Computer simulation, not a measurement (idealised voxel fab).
voxel trench capacitor: a process module
Square cell edge 5 nm, section width 275 nm, ID cut.
For the purposes of this document, a cross-section shall be understood as a grid of square cells, specified as bands listed in top-to-bottom order, each band consisting of one or more rows of cells.
Band: top height; bottom height; in nm. Then, left to right: material with width in nm, for each material. "edge to edge": a single material spanning edge to edge. "air": empty space.
Measure heights from 0. That's the level where, below it, the as-received wafer is all one material. The lowest band is bottomless and extends downward; write it as in "0..down".
The notation "30..40" denotes a width that varies across the rows of cells in the band, beginning at the first number in the top row, finishing at the second number in the bottom row, and changing by an identical amount from each row to the next.
No cell of the cross-section changed in a step that is given as "no modification".
"Entrapped voids" - sealed voids, min. 8 cells, no opening to top; format: width x height at distance (distance from left edge; nm throughout).
On a step's line, text after the settings is the simulator commenting on that step.
overlay nm: mask right of planned place by this much (step with mask). Neg. = left.
-- The process steps that were planned are listed below
step 1: RECEIVE,material Si
step 2: CONFORMAL_DEP,material SiN,thk nm 10
step 3: DIRECTIONAL_DEP,material aC,thk nm 10
step 4: PATTERN,tone open,mask id TRENCH,material resist,width nm 25,pitch nm 40,thk nm 25,overlay nm 0
step 5: DIRECTIONAL_ETCH,etch materials aC,depth nm 10
step 6: STRIP,etch materials resist
step 7: DIRECTIONAL_ETCH,etch materials SiN,depth nm 10
step 8: DIRECTIONAL_ETCH,etch materials Si,depth nm 30
step 9: STRIP,etch materials aC
step 10: CONFORMAL_DEP,material HfO2,thk nm 5
step 11: CONFORMAL_DEP,material TiN,thk nm 5
step 12: FILL_DEP,material W,thk nm 10
step 13: CMP,height nm 10
-- So this is the incoming wafer in cross-section - it's already been through step 1
> 0..down  Si edge to edge
> Entrapped voids: none
-- The cross-section shown corresponds to the wafer at the conclusion of the module. The initial structure and the process plan are those presented above; however, one mistake occurred in executing the plan
> 10..0  SiN (105); HfO2 (5); TiN (5); SiN (5); TiN (5); HfO2 (5); SiN (15); HfO2 (5); TiN (5); SiN (5); TiN (5); HfO2 (5); SiN (105)
> 0..-20  Si (105); HfO2 (5); TiN (5); SiN (5); TiN (5); HfO2 (5); Si (15); HfO2 (5); TiN (5); SiN (5); TiN (5); HfO2 (5); Si (105)
> -20..-25  Si (105); HfO2 (5); TiN (15); HfO2 (5); Si (15); HfO2 (5); TiN (15); HfO2 (5); Si (105)
> -25..-30  Si (105); HfO2 (25); Si (15); HfO2 (25); Si (105)
> -30..down  Si edge to edge
> Entrapped voids: none
Which mistake was made when the wafer was run? it should be noted that step 12 was executed with settings other than those planned, the operation and settings actually applied being FILL_DEP,material SiN,thk nm 10
